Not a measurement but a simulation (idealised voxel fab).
process module | voxel capacitor over wiring
cross-section cut | 220 nm wide | cells 5 nm
A cross-section is a grid of square cells, given in bands from the top down. A band is one or more rows of cells.
Each band's line starts with the height of the band's top and of its bottom, in nm. Then come its materials from left to right, each with its width in nm. One material with "throughout" fills the band from edge to edge. "air" is empty space.
Height 0 is the level under which the wafer as received is all one material. The lowest band goes on downwards, as in "0 down".
A width such as "30 to 40" changes by the same amount from each row of cells to the next, from the band's top row to its bottom row.
"no change" after a step means that no cell of the cross-section changed.
closed voids: empty space of 8 cells or more with no open way to the top, each as width x height at its distance from the left edge, in nm
after a step's settings: what the simulator itself notes on the step
overlay nm, on a step with a mask: how far to the right of its planned place the mask lay; to the left if negative
plan
1 op RECEIVE | material Si
2 op CONFORMAL_DEP | material SiO2 | thk nm 15
3 op CONFORMAL_DEP | material SiN | thk nm 5
4 op DIRECTIONAL_DEP | material SiO2 | thk nm 15
5 op DIRECTIONAL_DEP | material aC | thk nm 10
6 op PATTERN | tone open | mask id METAL_1 | material resist | width nm 25 | pitch nm 95 | thk nm 30 | overlay nm 0
7 op DIRECTIONAL_ETCH | etch materials aC | depth nm 10
8 op STRIP | etch materials resist
9 op DIRECTIONAL_ETCH | etch materials SiO2 | depth nm 15
10 op DIRECTIONAL_ETCH | etch materials SiN | depth nm 5
11 op STRIP | etch materials aC
12 op CONFORMAL_DEP | material TiN | thk nm 5
13 op FILL_DEP | material W | thk nm 10
14 op CMP | height nm 35
15 op CONFORMAL_DEP | material SiCN | thk nm 5
16 op DIRECTIONAL_DEP | material lowk | thk nm 15
17 op MASKED_ETCH | tone open | mask id PLUG_1 | width nm 15 | etch materials lowk | depth nm 15 | overlay nm 0
18 op MASKED_ETCH | tone open | mask id PLUG_1 | width nm 15 | etch materials SiCN | depth nm 5 | overlay nm 0
19 op EPI | material Ru | thk nm 10
20 op EPI | material Ru | thk nm 10
21 op DIRECTIONAL_DEP | material TiN | thk nm 5
22 op DIRECTIONAL_DEP | material HfO2 | thk nm 5
23 op DIRECTIONAL_DEP | material TiN | thk nm 5
24 op DIRECTIONAL_DEP | material aC | thk nm 10
25 op PATTERN | tone cover | mask id UPPER_PLATE | material resist | width nm 75 | thk nm 30 | overlay nm 0
26 op DIRECTIONAL_ETCH | etch materials aC | depth nm 10
27 op STRIP | etch materials resist
28 op DIRECTIONAL_ETCH | etch materials TiN | depth nm 5
29 op DIRECTIONAL_ETCH | etch materials HfO2 | depth nm 5
30 op STRIP | etch materials aC
31 op PATTERN | tone cover | mask id LOWER_PLATE | material resist | width nm 85 | thk nm 15 | overlay nm 0
32 op DIRECTIONAL_ETCH | etch materials TiN | depth nm 5
33 op STRIP | etch materials resist
34 op FILL_DEP | material SiO2 | thk nm 20
35 op CMP | height nm 85
36 op DIRECTIONAL_DEP | material aC | thk nm 10
37 op PATTERN | tone open | mask id PLUG_2 | material resist | width nm 15 | thk nm 30 | overlay nm 0
38 op DIRECTIONAL_ETCH | etch materials aC | depth nm 10
39 op STRIP | etch materials resist
40 op DIRECTIONAL_ETCH | etch materials SiO2 | depth nm 15
41 op STRIP | etch materials aC
42 op CONFORMAL_DEP | material TiN | thk nm 5
43 op FILL_DEP | material Cu | thk nm 10
44 op CMP | height nm 85
45 op CONFORMAL_DEP | material SiCN | thk nm 5
as received, after step 1
  0 down: Si throughout
  closed voids: none
first wafer at the end, as planned
  90 to 85: SiCN throughout
  85 to 75: SiO2 70 | TiN 5 | Cu 5 | TiN 5 | SiO2 135
  75 to 65: SiO2 70 to 60 | TiN 15 to 75 | SiO2 135 to 85
  65 to 60: SiO2 60 | HfO2 75 | SiO2 85
  60 to 55: SiO2 55 | TiN 85 | SiO2 80
  55 to 40: lowk 60 | Ru 15 | lowk 145
  40 to 35: SiCN 60 | Ru 15 | SiCN 145
  35 to 20: SiO2 50 | TiN 5 | W 15 | TiN 5 | SiO2 70 | TiN 5 | W 15 | TiN 5 | SiO2 50
  20 to 15: SiN 50 | TiN 25 | SiN 70 | TiN 25 | SiN 50
  15 to 0: SiO2 throughout
  0 down: Si throughout
  closed voids: none
second wafer at the end: like start, like plan, one mistake
  90 to 85: SiCN throughout
  85 to 75: SiO2 70 | TiN 5 | Cu 5 | TiN 5 | SiO2 135
  75 to 65: SiO2 70 to 60 | TiN 15 to 75 | SiO2 135 to 85
  65 to 60: SiO2 60 | HfO2 75 | SiO2 85
  60 to 55: SiO2 55 | TiN 85 | SiO2 80
  55 to 40: lowk 60 | Ru 15 | lowk 145
  40 to 35: SiCN 60 | Ru 15 | SiCN 145
  35 to 20: SiO2 50 | TiN 5 | W 15 | TiN 5 | SiO2 70 | TiN 5 | W 15 | TiN 5 | SiO2 50
  20 to 15: SiN 50 | TiN 25 | SiN 70 | TiN 25 | SiN 50
  15 to 0: TiN throughout
  0 down: Si throughout
  closed voids: none
what went wrong: step 2 ran as: op CONFORMAL_DEP | material TiN | thk nm 15
at the end the second wafer has, in cells: 132 fewer of SiO2 | 132 more of TiN
